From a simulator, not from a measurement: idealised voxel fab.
Process module, titled voxel gate over fins
Cross-sectional view cut (width: 285 nm; square cell size: 5 nm).
Notation: cross-section as square-cell grid; stated in bands, top first, going down; one or more cell rows per band. Read a band's entry like this: the first values are the height of its top and the height of its bottom in nm, and what follows is the sequence of materials from left to right, each with its width in nm. Note that "blank" is empty space, and that a single material marked "edge to edge" reaches across the band from edge to edge. Convention: height 0 is the level below which the wafer, as received, is all one material. The lowest band does not terminate at the bottom but continues downward, represented as "top 0, no bottom". You'd read "30..40" like this: the band's top row of cells is as wide as the first number, its bottom row is as wide as the second, and going down, every row changes width by the same amount as the row before did. The designation "stayed the same", where it is given for a processing step, indicates that no cell of the cross-section was altered in the course of that step. For the entry "Closed voids list", the listed items are empty spaces with no open way to the top whose size is 8 cells or more; each item follows the pattern width x height at distance, where distance is from the left edge and all three are in nm. Where a step's line continues beyond its settings, the continuation is a remark by the simulator itself on that step. overlay nm: mask offset rightward from planned place, masked step; negative means leftward offset.
**Below is the list of planned process steps**
1) RECEIVE [material Si]
2) CONFORMAL_DEP [material SiN] [thk nm 10]
3) PATTERN [tone cover] [mask id FINS] [material resist] [width nm 15] [pitch nm 40] [thk nm 15] [overlay nm 0]
4) DIRECTIONAL_ETCH [etch materials SiN] [depth nm 10]
5) DIRECTIONAL_ETCH [etch materials Si] [depth nm 30]
6) STRIP [etch materials resist]
7) FILL_DEP [material SiO2] [thk nm 5]
8) CMP [height nm 10]
9) SELECTIVE_ETCH [etch materials SiO2] [depth nm 25]
10) STRIP [etch materials SiN]
11) CONFORMAL_DEP [material HfO2] [thk nm 5]
12) CONFORMAL_DEP [material TiN] [thk nm 5]
13) FILL_DEP [material W] [thk nm 10]
14) CMP [height nm 15]
15) CONFORMAL_DEP [material SiCN] [thk nm 10]
**as received, after step 1**
> top 0, no bottom: Si edge to edge
> Closed voids list: none
**The cross-section shown corresponds to the wafer at the conclusion of the module. The initial structure and the process plan are those presented above; however, one mistake occurred in executing the plan**
> top 25, bottom 15: SiCN edge to edge
> top 15, bottom 10: W edge to edge
> top 10, bottom 5: W (105), then HfO2 (35), then W (5), then HfO2 (35), then W (105)
> top 5, bottom 0: W (105), then HfO2 (5), then TiN (25), then HfO2 (5), then W (5), then HfO2 (5), then TiN (25), then HfO2 (5), then W (105)
> top 0, bottom -5: W (105), then HfO2 (5), then TiN (5), then Si (15), then TiN (5), then HfO2 (5), then W (5), then HfO2 (5), then TiN (5), then Si (15), then TiN (5), then HfO2 (5), then W (105)
> top -5, bottom -10: HfO2 (110), then TiN (5), then Si (15), then TiN (5), then HfO2 (15), then TiN (5), then Si (15), then TiN (5), then HfO2 (110)
> top -10, bottom -15: TiN (115), then Si (15), then TiN (25), then Si (15), then TiN (115)
> top -15, bottom -30: SiO2 (115), then Si (15), then SiO2 (25), then Si (15), then SiO2 (115)
> top -30, no bottom: Si edge to edge
> Closed voids list: none
Nonconformance to the process plan: contrary to the plan, steps 11 and 12 were processed in exchanged order
